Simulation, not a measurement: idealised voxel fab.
Proc. module: voxel trench capacitor
210 nm wide, 5 nm square cells: that's cross-section cut.
Cross-section format: a grid of square cells, given as bands from top to bottom; each band is one or more rows of cells.
The entry gives the band's vertical extent as a top height and a bottom height in nm, then its horizontal make-up as materials from left to right, each with a width in nm. "blank" stands for empty space; a single material marked "everywhere" fills the band edge to edge.
Measure heights from 0. That's the level where, below it, the as-received wafer is all one material. The lowest band is bottomless and extends downward; write it as in "0 and below".
Note: "30->40" means the width goes from the first number (top row of the band) to the second number (bottom row) in equal steps per row of cells.
Key: "no change occurred" - step with no changed cell in the cross-section.
"Fully sealed voids" - sealed voids, min. 8 cells, no opening to top; format: width x height at distance (distance from left edge; nm throughout).
Whatever follows a step's settings on its line is a remark the simulator itself makes about that step.
overlay nm: on a step with a mask, how far right of its planned place the mask lay; negative means left.

Listed below are the process steps as planned:
1. RECEIVE (material Si)
2. CONFORMAL_DEP (material SiN; thk nm 10)
3. DIRECTIONAL_DEP (material aC; thk nm 10)
4. PATTERN (tone open; mask id TRENCH; material resist; width nm 15; pitch nm 30; thk nm 30; overlay nm 0)
5. DIRECTIONAL_ETCH (etch materials aC; depth nm 10)
6. STRIP (etch materials resist)
7. DIRECTIONAL_ETCH (etch materials SiN; depth nm 10)
8. DIRECTIONAL_ETCH (etch materials Si; depth nm 30)
9. STRIP (etch materials aC)
10. CONFORMAL_DEP (material SiO2; thk nm 5)
11. FILL_DEP (material polySi; thk nm 10)
12. CMP (height nm 10)

Cross-section of the wafer upon arrival, representing the state reached after step 1:
> 0 and below | Si everywhere
> Fully sealed voids: none

Cross-section: first of two wafers, module finished, run according to plan:
> 10 down to 0 | 65 SiN, then 5 SiO2, then 5 polySi, then 5 SiO2, then 15 SiN, then 5 SiO2, then 5 polySi, then 5 SiO2, then 15 SiN, then 5 SiO2, then 5 polySi, then 5 SiO2, then 70 SiN
> 0 down to -25 | 65 Si, then 5 SiO2, then 5 polySi, then 5 SiO2, then 15 Si, then 5 SiO2, then 5 polySi, then 5 SiO2, then 15 Si, then 5 SiO2, then 5 polySi, then 5 SiO2, then 70 Si
> -25 down to -30 | 65 Si, then 15 SiO2, then 15 Si, then 15 SiO2, then 15 Si, then 15 SiO2, then 70 Si
> -30 and below | Si everywhere
> Fully sealed voids: none

Cross-section of the latter of the two wafers at module completion. It had an identical start and an identical plan to the former; in running it, one mistake was made:
> 10 down to 0 | 65 polySi, then 5 SiO2, then 5 polySi, then 5 SiO2, then 15 polySi, then 5 SiO2, then 5 polySi, then 5 SiO2, then 15 polySi, then 5 SiO2, then 5 polySi, then 5 SiO2, then 70 polySi
> 0 down to -15 | 65 Si, then 5 SiO2, then 5 polySi, then 5 SiO2, then 15 Si, then 5 SiO2, then 5 polySi, then 5 SiO2, then 15 Si, then 5 SiO2, then 5 polySi, then 5 SiO2, then 70 Si
> -15 down to -20 | 65 Si, then 15 SiO2, then 15 Si, then 15 SiO2, then 15 Si, then 15 SiO2, then 70 Si
> -20 and below | Si everywhere
> Fully sealed voids: none
Heads up, the wafer didn't run the way we planned it: it should be noted that step 2 was executed with settings other than those planned, the operation and settings actually applied being CONFORMAL_DEP (material polySi; thk nm 10)
Upon completion, the second wafer contains, in terms of cells, a greater or smaller amount of certain materials than the first wafer: Si: 18 more; SiN: 66 fewer; SiO2: 12 fewer; polySi: 60 more
